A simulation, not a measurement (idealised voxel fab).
Herein follows the process module entitled voxel wiring stack.
Section shown: cut. Width: 240 nm. Cell size: 5 nm, square.
Heads up, the way a cross-section reads in here is a grid of square cells, handed over as bands from the top down, with every band being one or more rows of cells. Basically the band line says how high the top is and how high the bottom is, in nm, and then what's in it from left to right, every material with its width in nm. Empty space shows up as "blank", and if a single material carries "full width" it runs the full band edge to edge. Note: height 0 marks the level under which the wafer is uniformly one material as received. Lowest band unbounded below, written "0 and below". So if you see something like "30..40" for the width, read it as the top row of the band sitting at the first number and the bottom row at the second, with every row in between moving by the same amount as the last. Step marked "nothing changed"? Then no cell in the cross-section changed in it. The entry titled "Sealed void inventory" provides the empty spaces that have no open way to the top, restricted to those of 8 cells or more. Each is presented as width x height at distance, the distance being measured from the left edge, with all three in nm. Text after the settings on a step's line: the simulator's own remark on that step. For masked steps, "overlay nm" on the step line gives how far right of plan the mask actually lay; a minus sign means it lay to the left.

-- Process steps foreseen in the plan
1) RECEIVE [material Si]
2) CONFORMAL_DEP [material SiO2] [thk nm 10]
3) CONFORMAL_DEP [material SiN] [thk nm 5]
4) DIRECTIONAL_DEP [material lowk] [thk nm 15]
5) DIRECTIONAL_DEP [material aC] [thk nm 15]
6) PATTERN [tone open] [mask id METAL_1] [material resist] [width nm 30] [pitch nm 45] [thk nm 35] [overlay nm 0]
7) DIRECTIONAL_ETCH [etch materials aC] [depth nm 15]
8) STRIP [etch materials resist]
9) DIRECTIONAL_ETCH [etch materials lowk] [depth nm 15]
10) DIRECTIONAL_ETCH [etch materials SiN] [depth nm 5]
11) STRIP [etch materials aC]
12) CONFORMAL_DEP [material TiN] [thk nm 5]
13) FILL_DEP [material W] [thk nm 10]
14) CMP [height nm 30]
15) EPI [material Ru] [thk nm 5]
16) FILL_DEP [material SiCN] [thk nm 5]
17) DIRECTIONAL_DEP [material SiO2] [thk nm 10]
18) DIRECTIONAL_DEP [material aC] [thk nm 15]
19) PATTERN [tone open] [mask id PLUG_1] [material resist] [width nm 15] [pitch nm 45] [thk nm 30] [overlay nm 0]
20) DIRECTIONAL_ETCH [etch materials aC] [depth nm 15]
21) STRIP [etch materials resist]
22) DIRECTIONAL_ETCH [etch materials SiO2] [depth nm 10]
23) DIRECTIONAL_ETCH [etch materials SiCN] [depth nm 5]
24) STRIP [etch materials aC]
25) EPI [material Ru] [thk nm 10]
26) EPI [material Ru] [thk nm 5]
27) CONFORMAL_DEP [material SiN] [thk nm 5]
28) DIRECTIONAL_DEP [material lowk] [thk nm 25]
29) DIRECTIONAL_DEP [material aC] [thk nm 10]
30) PATTERN [tone open] [mask id METAL_2] [material resist] [width nm 30] [pitch nm 45] [thk nm 25] [overlay nm 0]
31) DIRECTIONAL_ETCH [etch materials aC] [depth nm 10]
32) STRIP [etch materials resist]
33) DIRECTIONAL_ETCH [etch materials lowk] [depth nm 25]
34) DIRECTIONAL_ETCH [etch materials SiN] [depth nm 5]
35) STRIP [etch materials aC]
36) CONFORMAL_DEP [material TiN] [thk nm 5]
37) FILL_DEP [material W] [thk nm 10]
38) CMP [height nm 80]
39) CONFORMAL_DEP [material SiCN] [thk nm 5]

-- As received (post step 1): cross-section
0 and below  Si full width
Sealed void inventory: none

-- Looking at the first of two wafers in cross-section at end of module - ran to plan
85 down to 80  SiCN full width
80 down to 55  lowk 80  TiN 5  W 20  TiN 5  lowk 15  TiN 5  W 20  TiN 5  lowk 85
55 down to 50  SiN 80  TiN 30  SiN 15  TiN 30  SiN 85
50 down to 40  SiO2 80  Ru 15  SiO2 30  Ru 15  SiO2 100
40 down to 30  SiCN 80..75  Ru 15..40  SiCN 30..5  Ru 15..40  SiCN 100..80
30 down to 15  lowk 80  TiN 5  W 20  TiN 5  lowk 15  TiN 5  W 20  TiN 5  lowk 85
15 down to 10  SiN 80  TiN 30  SiN 15  TiN 30  SiN 85
10 down to 0  SiO2 full width
0 and below  Si full width
Sealed void inventory: none

-- second wafer at the end: like start, like plan, one mistake
85 down to 80  SiCN full width
80 down to 55  lowk 80  TiN 5  W 20  TiN 5  lowk 15  TiN 5  W 20  TiN 5  lowk 85
55 down to 50  SiN 80  TiN 30  SiN 15  TiN 30  SiN 85
50 down to 40  SiO2 80  Ru 20  SiO2 25  Ru 20  SiO2 95
40 down to 30  SiCN 80..75  Ru 20..40  SiCN 25..5  Ru 20..40  SiCN 95..80
30 down to 15  lowk 80  TiN 5  W 20  TiN 5  lowk 15  TiN 5  W 20  TiN 5  lowk 85
15 down to 10  SiN 80  TiN 30  SiN 15  TiN 30  SiN 85
10 down to 0  SiO2 full width
0 and below  Si full width
Sealed void inventory: none
The mistake made against the process plan was this: in deviation from the planned setting, step 19 was conducted as PATTERN [tone open] [mask id PLUG_1] [material resist] [width nm 20] [pitch nm 45] [thk nm 30] [overlay nm 0]
Once processing is complete, comparing cell counts shows that the second wafer has more or fewer of certain materials than the first: Ru +6; SiCN -2; SiO2 -4
